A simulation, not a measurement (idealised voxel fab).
Module name: voxel fin reveal (process module)
The cross-section shown here is cut; it is 280 nm wide and divided into square cells measuring 5 nm on a side.
In what follows, cross-sections appear as grids of square cells, described through bands that run from the top down, where every band is one or more rows of cells.
Heights first: top, then bottom, in nm. Then materials, left to right, each with a width in nm. "edge to edge" on a single material: fills the band edge to edge. "blank": empty space.
Ref level 0: as-received wafer is one material below here. Bottom band extends down with no lower bound ("from 0 down").
Width spec "30->40" -> top row of cells at first value, bottom row at second value, equal per-row change in between.
Reading "remained unchanged" for a step: not a cell of the cross-section changed in it.
Enclosed voids (no open way to top), threshold 8 cells or more, entry "Closed void listing", notation width x height at distance, distance from left edge, nm.
Formally, on a step line, whatever follows the settings is a remark that the simulator itself makes on the step.
The setting "overlay nm" may be written on the line of a step. When the step uses a mask, the value reports how far to the right of the planned place the mask lay, and a negative value reports that it lay to the left.
-- Steps in the process plan
1 RECEIVE: material Si
2 CONFORMAL_DEP: material SiN, thk nm 5
3 PATTERN: tone cover, mask id FINS, material resist, width nm 15, pitch nm 40, thk nm 20, overlay nm 0
4 DIRECTIONAL_ETCH: etch materials SiN, depth nm 5
5 DIRECTIONAL_ETCH: etch materials Si, depth nm 40
6 STRIP: etch materials resist
7 OXIDIZE: depth nm 5
8 FILL_DEP: material SiO2, thk nm 15
9 CMP: height nm 5
10 SELECTIVE_ETCH: etch materials SiO2, depth nm 35
11 STRIP: etch materials SiN
-- As received (post step 1): cross-section
  from 0 down = Si edge to edge
  Closed void listing: none
-- One mistake in running the module, otherwise start and plan as above: cross-section at the end
  from 0 to -30 = Si (65) / blank (25) / Si (15) / blank (25) / Si (15) / blank (25) / Si (15) / blank (25) / Si (70)
  from -30 to -45 = Si (65) / SiO2 (25) / Si (15) / SiO2 (25) / Si (15) / SiO2 (25) / Si (15) / SiO2 (25) / Si (70)
  from -45 down = Si edge to edge
  Closed void listing: none
Finding, execution versus plan: rather than as planned, step 3 actually ran as PATTERN: tone open, mask id FINS, material resist, width nm 15, pitch nm 40, thk nm 20, overlay nm 0
